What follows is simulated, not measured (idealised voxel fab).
process module | voxel self aligned vias
cross-section cut | 285 nm wide | cells 5 nm
A cross-section is a grid of square cells, given in bands from the top down. A band is one or more rows of cells.
Each band's line starts with the height of the band's top and of its bottom, in nm. Then come its materials from left to right, each with its width in nm. One material with "throughout" fills the band from edge to edge. "air" is empty space.
Height 0 is the level under which the wafer as received is all one material. The lowest band goes on downwards, as in "0 down".
A width such as "30 to 40" changes by the same amount from each row of cells to the next, from the band's top row to its bottom row.
"no change" after a step means that no cell of the cross-section changed.
closed voids: empty space of 8 cells or more with no open way to the top, each as width x height at its distance from the left edge, in nm
after a step's settings: what the simulator itself notes on the step
overlay nm, on a step with a mask: how far to the right of its planned place the mask lay; to the left if negative
plan
1 op RECEIVE | material Si
2 op CONFORMAL_DEP | material SiO2 | thk nm 10
3 op CONFORMAL_DEP | material SiCN | thk nm 5
4 op DIRECTIONAL_DEP | material lowk | thk nm 30
5 op MASKED_ETCH | tone open | mask id LINES | width nm 30 | pitch nm 75 | etch materials lowk | depth nm 30 | overlay nm 0
6 op CONFORMAL_DEP | material TiN | thk nm 5
7 op FILL_DEP | material Ru | thk nm 5
8 op CMP | height nm 45
9 op SELECTIVE_ETCH | etch materials W Ru TiN | depth nm 5
10 op FILL_DEP | material SiN | thk nm 5
11 op CMP | height nm 45
12 op DIRECTIONAL_DEP | material lowk | thk nm 20
13 op MASKED_ETCH | tone open | mask id VIAS | width nm 50 | pitch nm 75 | etch materials lowk | depth nm 20 | overlay nm 0
14 op MASKED_ETCH | tone open | mask id VIAS | width nm 50 | pitch nm 75 | etch materials SiN | depth nm 5 | overlay nm 0
15 op CONFORMAL_DEP | material TiN | thk nm 5
16 op FILL_DEP | material Cu | thk nm 5
17 op CMP | height nm 65
18 op CONFORMAL_DEP | material SiCN | thk nm 5
as received, after step 1
  0 down: Si throughout
  closed voids: none
a wafer at the end: this start, this plan, one mistake
  70 to 65: SiCN throughout
  65 to 50: lowk 80 | TiN 5 | Cu 40 | TiN 5 | lowk 25 | TiN 5 | Cu 40 | TiN 5 | lowk 80
  50 to 45: lowk 80 | TiN 10 | Cu 20 | TiN 20 | lowk 25 | TiN 10 | Cu 20 | TiN 20 | lowk 80
  45 to 40: lowk 85 | TiN 30 | lowk 45 | TiN 30 | lowk 95
  40 to 20: lowk 85 | TiN 5 | Ru 20 | TiN 5 | lowk 45 | TiN 5 | Ru 20 | TiN 5 | lowk 95
  20 to 15: lowk 85 | TiN 30 | lowk 45 | TiN 30 | lowk 95
  15 to 10: SiCN throughout
  10 to 0: SiO2 throughout
  0 down: Si throughout
  closed voids: none
what went wrong: step 5 ran as: op MASKED_ETCH | tone open | mask id LINES | width nm 30 | pitch nm 75 | etch materials lowk | depth nm 30 | overlay nm -5
